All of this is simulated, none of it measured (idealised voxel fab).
process module | voxel fin reveal
cross-section cut | 275 nm wide | cells 5 nm
A cross-section is a grid of square cells, given in bands from the top down. A band is one or more rows of cells.
Each band's line starts with the height of the band's top and of its bottom, in nm. Then come its materials from left to right, each with its width in nm. One material with "throughout" fills the band from edge to edge. "air" is empty space.
Height 0 is the level under which the wafer as received is all one material. The lowest band goes on downwards, as in "0 down".
A width such as "30 to 40" changes by the same amount from each row of cells to the next, from the band's top row to its bottom row.
"no change" after a step means that no cell of the cross-section changed.
closed voids: empty space of 8 cells or more with no open way to the top, each as width x height at its distance from the left edge, in nm
after a step's settings: what the simulator itself notes on the step
overlay nm, on a step with a mask: how far to the right of its planned place the mask lay; to the left if negative
plan
1 op RECEIVE | material Si
2 op CONFORMAL_DEP | material SiN | thk nm 5
3 op MASKED_ETCH | tone cover | mask id FINS | width nm 15 | pitch nm 40 | etch materials SiN | depth nm 5 | overlay nm 0
4 op MASKED_ETCH | tone cover | mask id FINS | width nm 15 | pitch nm 40 | etch materials Si | depth nm 30 | overlay nm 0
5 op OXIDIZE | depth nm 5
6 op FILL_DEP | material SiO2 | thk nm 15
7 op CMP | height nm 5
8 op SELECTIVE_ETCH | etch materials SiO2 | depth nm 15
9 op STRIP | etch materials SiN
10 op CONFORMAL_DEP | material SiO2 | thk nm 5
as received, after step 1
  0 down: Si throughout
  closed voids: none
a wafer at the end: this start, this plan, one mistake
  5 to 0: air 110 | SiO2 15 | air 25 | SiO2 15 | air 110
  0 to -5: air 110 | SiO2 5 | Si 5 | SiO2 5 | air 25 | SiO2 5 | Si 5 | SiO2 5 | air 110
  -5 to -45: SiO2 115 | Si 5 | SiO2 35 | Si 5 | SiO2 115
  -45 down: Si throughout
  closed voids: none
what went wrong: step 4 ran as: op MASKED_ETCH | tone cover | mask id FINS | width nm 15 | pitch nm 40 | etch materials Si | depth nm 40 | overlay nm 0
